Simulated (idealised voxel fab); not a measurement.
The process module that follows is named voxel quadruple lines.
This is section cut - it's 245 nm across, gridded in 5 nm square cells.
How to read a cross-section here: the picture is a grid of square cells, written as bands going from the top down, and any band can span one or more rows of cells.
For a band, the entry starts with two heights in nm, that of the top and then that of the bottom, and carries on with the band's materials in order from left to right, each alongside its width in nm; the word "full width" beside a single material means it fills the band edge to edge, and "air" means empty space.
Heights are expressed relative to 0, this being the level below which the as-received wafer comprises one material exclusively. The lowest band is unbounded in the downward direction and is denoted as in "0 -> down".
Note: "30 to 40" means the width goes from the first number (top row of the band) to the second number (bottom row) in equal steps per row of cells.
It should be understood that the words "all unchanged", when stated for a given step, signify that the cross-section underwent no change in any of its cells during that step.
Entry "Entrapped void list". Content: empty spaces with no open connection to the top, size 8 cells or greater. Each: width x height at distance. Distance: from left edge. Unit: nm.
Read whatever lies past the settings on a step's line as the simulator's own remark about the step.
If you see "overlay nm" on a step's line and that step has a mask, it's telling you how far right of where it was planned the mask ended up; a negative number means it went left instead.
Process steps - plan:
1. RECEIVE, material Si
2. CONFORMAL_DEP, material Al2O3, thk nm 5
3. DIRECTIONAL_DEP, material W, thk nm 10
4. DIRECTIONAL_DEP, material polySi, thk nm 20
5. DIRECTIONAL_DEP, material aC, thk nm 20
6. PATTERN, tone cover, mask id MANDREL, material resist, width nm 35, pitch nm 100, thk nm 25, overlay nm -15
7. DIRECTIONAL_ETCH, etch materials aC, depth nm 20
8. STRIP, etch materials resist
9. CONFORMAL_DEP, material SiO2, thk nm 15
10. DIRECTIONAL_ETCH, etch materials SiO2, depth nm 15
11. STRIP, etch materials aC
12. DIRECTIONAL_ETCH, etch materials polySi, depth nm 20
13. STRIP, etch materials SiO2
14. CONFORMAL_DEP, material SiN, thk nm 10
15. DIRECTIONAL_ETCH, etch materials SiN, depth nm 10
16. STRIP, etch materials polySi
17. DIRECTIONAL_ETCH, etch materials W, depth nm 10
18. STRIP, etch materials SiN
What sets these wafers apart? The overlay nm at step 6. They all start alike, and the plan carries the first wafer's value.
First of several wafers, received after step 1, in cross-section:
- 0 -> down  Si full width
- Entrapped void list: none
End of module: cross-section of the first of several wafers after step 18, the last step:
- 15 -> 5  air 15 nm, W 10 nm, air 15 nm, W 10 nm, air 15 nm, W 10 nm, air 15 nm, W 10 nm, air 15 nm, W 10 nm, air 15 nm, W 10 nm, air 15 nm, W 10 nm, air 15 nm, W 10 nm, air 45 nm
- 5 -> 0  Al2O3 full width
- 0 -> down  Si full width
- Entrapped void list: none
The last wafer as seen in cross-section at the end of the module:
- 15 -> 5  air 45 nm, W 10 nm, air 15 nm, W 10 nm, air 15 nm, W 10 nm, air 15 nm, W 10 nm, air 15 nm, W 10 nm, air 15 nm, W 10 nm, air 15 nm, W 10 nm, air 15 nm, W 10 nm, air 15 nm
- 5 -> 0  Al2O3 full width
- 0 -> down  Si full width
- Entrapped void list: none
The rows of the table below are wafers. Looking at the end of the module, a row counts, for every material, the cells the wafer has gained, shown as (+), or lost, shown as (-), since it was received; its closed voids come next:
overlay nm -15, +49 Al2O3, +32 W, Entrapped void list: none
overlay nm -10, +49 Al2O3, +32 W, Entrapped void list: none
overlay nm -5, +49 Al2O3, +32 W, Entrapped void list: none
overlay nm 0, +49 Al2O3, +32 W, Entrapped void list: none
overlay nm 5, +49 Al2O3, +32 W, Entrapped void list: none
overlay nm 10, +49 Al2O3, +32 W, Entrapped void list: none
overlay nm 15, +49 Al2O3, +32 W, Entrapped void list: none
